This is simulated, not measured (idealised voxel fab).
Herein follows the process module entitled voxel wiring stack.
cross-section cut | 285 nm wide | cells 5 nm
Notation: cross-section as square-cell grid; stated in bands, top first, going down; one or more cell rows per band. This entry defines a band. It first specifies the height of the band's top and the height of its bottom in nm, and then specifies the band's materials from left to right, stating each material with its width in nm. The word "full width" identifies a single material that fills the band from edge to edge, while the word "air" identifies empty space. Where do heights start? At 0: under that level the wafer as delivered is made of one material only. And the lowest band has no floor; it just carries on downward, as in "top 0, no bottom". A width such as "30->40" changes by the same amount from each row of cells to the next, from the band's top row to its bottom row. Step marked "all unchanged"? Then no cell in the cross-section changed in it. Any empty space of 8 cells or more lacking an open way to the top shows up in "Tabulated closed voids" as width x height at distance, distance from the left edge, in nm. Step line, after settings: the simulator's comment on this step. Steps that use a mask can have "overlay nm" on their line. It says how far the mask sat to the right of where it was meant to be. Negative means to the left.

# Set out below are the planned steps of the process
1,RECEIVE | material Si
2,CONFORMAL_DEP | material SiO2 | thk nm 15
3,DIRECTIONAL_DEP | material TiN | thk nm 5
4,DIRECTIONAL_DEP | material Ru | thk nm 15
5,PATTERN | tone cover | mask id METAL_1 | material resist | width nm 25 | pitch nm 40 | thk nm 20 | overlay nm 0
6,DIRECTIONAL_ETCH | etch materials Ru | depth nm 15
7,DIRECTIONAL_ETCH | etch materials TiN | depth nm 5
8,STRIP | etch materials resist
9,CONFORMAL_DEP | material SiCN | thk nm 5
10,FILL_DEP | material SiO2 | thk nm 10
11,CMP | height nm 35
12,CONFORMAL_DEP | material SiCN | thk nm 5
13,DIRECTIONAL_DEP | material SiO2 | thk nm 25
14,PATTERN | tone open | mask id METAL_2_HOLES | material resist | width nm 15 | pitch nm 40 | thk nm 20 | overlay nm 0
15,DIRECTIONAL_ETCH | etch materials SiO2 | depth nm 25
16,STRIP | etch materials resist
17,DIRECTIONAL_DEP | material aC | thk nm 10
18,PATTERN | tone open | mask id METAL_2 | material resist | width nm 25 | pitch nm 40 | thk nm 25 | overlay nm 0
19,DIRECTIONAL_ETCH | etch materials aC | depth nm 10
20,STRIP | etch materials resist
21,DIRECTIONAL_ETCH | etch materials SiO2 | depth nm 15
22,DIRECTIONAL_ETCH | etch materials SiCN | depth nm 5
23,STRIP | etch materials aC
24,CONFORMAL_DEP | material TiN | thk nm 5
25,FILL_DEP | material Ru | thk nm 10
26,CMP | height nm 65
27,CONFORMAL_DEP | material SiN | thk nm 5

# So this is the incoming wafer in cross-section - it's already been through step 1
top 0, no bottom | Si full width
Tabulated closed voids: none

# Cross-sectional result after module completion. Note: starting condition and plan are unchanged from above; one processing mistake was made
top 70, bottom 65 | SiN full width
top 65, bottom 55 | 90 nm SiO2, 5 nm TiN, 15 nm Ru, 5 nm TiN, 15 nm SiO2, 5 nm TiN, 15 nm Ru, 5 nm TiN, 15 nm SiO2, 5 nm TiN, 15 nm Ru, 5 nm TiN, 90 nm SiO2
top 55, bottom 50 | 90 nm SiO2, 5 nm TiN, 5 nm Ru, 15 nm TiN, 15 nm SiO2, 5 nm TiN, 5 nm Ru, 15 nm TiN, 15 nm SiO2, 5 nm TiN, 5 nm Ru, 15 nm TiN, 90 nm SiO2
top 50, bottom 40 | 90 nm SiO2, 5 nm TiN, 5 nm Ru, 5 nm TiN, 25 nm SiO2, 5 nm TiN, 5 nm Ru, 5 nm TiN, 25 nm SiO2, 5 nm TiN, 5 nm Ru, 5 nm TiN, 100 nm SiO2
top 40, bottom 30 | 90 nm SiCN, 15->25 nm TiN, 25->15 nm SiCN, 15->25 nm TiN, 25->15 nm SiCN, 15->25 nm TiN, 100->90 nm SiCN
top 30, bottom 15 | Ru full width
top 15, bottom 0 | SiO2 full width
top 0, no bottom | Si full width
Tabulated closed voids: none
In executing the process, a mistake was made relative to the plan: plan steps 3 and 4 run swapped
